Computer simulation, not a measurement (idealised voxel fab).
process module | voxel self aligned contacts
cross-section cut | 290 nm wide | cells 5 nm
A cross-section is a grid of square cells, given in bands from the top down. A band is one or more rows of cells.
Each band's line starts with the height of the band's top and of its bottom, in nm. Then come its materials from left to right, each with its width in nm. One material with "throughout" fills the band from edge to edge. "air" is empty space.
Height 0 is the level under which the wafer as received is all one material. The lowest band goes on downwards, as in "0 down".
A width such as "30 to 40" changes by the same amount from each row of cells to the next, from the band's top row to its bottom row.
"no change" after a step means that no cell of the cross-section changed.
closed voids: empty space of 8 cells or more with no open way to the top, each as width x height at its distance from the left edge, in nm
after a step's settings: what the simulator itself notes on the step
overlay nm, on a step with a mask: how far to the right of its planned place the mask lay; to the left if negative
plan
1 op RECEIVE | material Si
2 op CONFORMAL_DEP | material SiO2 | thk nm 5
3 op DIRECTIONAL_DEP | material polySi | thk nm 25
4 op DIRECTIONAL_DEP | material SiN | thk nm 20
5 op DIRECTIONAL_DEP | material aC | thk nm 10
6 op PATTERN | tone cover | mask id GATE | material resist | width nm 35 | pitch nm 60 | thk nm 25 | overlay nm 0
7 op DIRECTIONAL_ETCH | etch materials aC | depth nm 10
8 op STRIP | etch materials resist
9 op DIRECTIONAL_ETCH | etch materials SiN | depth nm 20
10 op DIRECTIONAL_ETCH | etch materials polySi | depth nm 25
11 op STRIP | etch materials aC
12 op CONFORMAL_DEP | material SiN | thk nm 5
13 op DIRECTIONAL_ETCH | etch materials SiN | depth nm 5
14 op FILL_DEP | material SiO2 | thk nm 10
15 op CMP | height nm 55
16 op MASKED_ETCH | tone open | mask id CONTACT | width nm 35 | etch materials SiO2 | depth nm 55 | overlay nm 0
17 op CONFORMAL_DEP | material TiN | thk nm 5
18 op FILL_DEP | material W | thk nm 5
19 op CMP | height nm 55
20 op CONFORMAL_DEP | material SiN | thk nm 5
as received, after step 1
  0 down: Si throughout
  closed voids: none
first wafer at the end, as planned
  60 to 55: SiN throughout
  55 to 50: SiO2 125 | TiN 15 | W 5 | TiN 15 | SiO2 130
  50 to 30: SiO2 90 | SiN 45 | TiN 5 | W 5 | TiN 5 | SiN 45 | SiO2 95
  30 to 5: SiO2 90 | SiN 5 | polySi 35 | SiN 5 | TiN 5 | W 5 | TiN 5 | SiN 5 | polySi 35 | SiN 5 | SiO2 95
  5 to 0: SiO2 135 | TiN 15 | SiO2 140
  0 down: Si throughout
  closed voids: none
second wafer at the end: like start, like plan, one mistake
  60 to 55: SiN throughout
  55 to 50: SiO2 125 | TiN 35 | SiO2 130
  50 to 30: SiN 100 | SiO2 25 | SiN 35 | SiO2 25 | SiN 105
  30 to 5: polySi 95 | SiN 5 | SiO2 25 | SiN 5 | polySi 25 | SiN 5 | SiO2 25 | SiN 5 | polySi 100
  5 to 0: SiO2 throughout
  0 down: Si throughout
  closed voids: none
what went wrong: step 6 ran as: op PATTERN | tone open | mask id GATE | material resist | width nm 35 | pitch nm 60 | thk nm 25 | overlay nm 0
at the end the second wafer has, in cells: 120 more of SiN | 240 fewer of SiO2 | 20 fewer of TiN | 10 fewer of W | 150 more of polySi
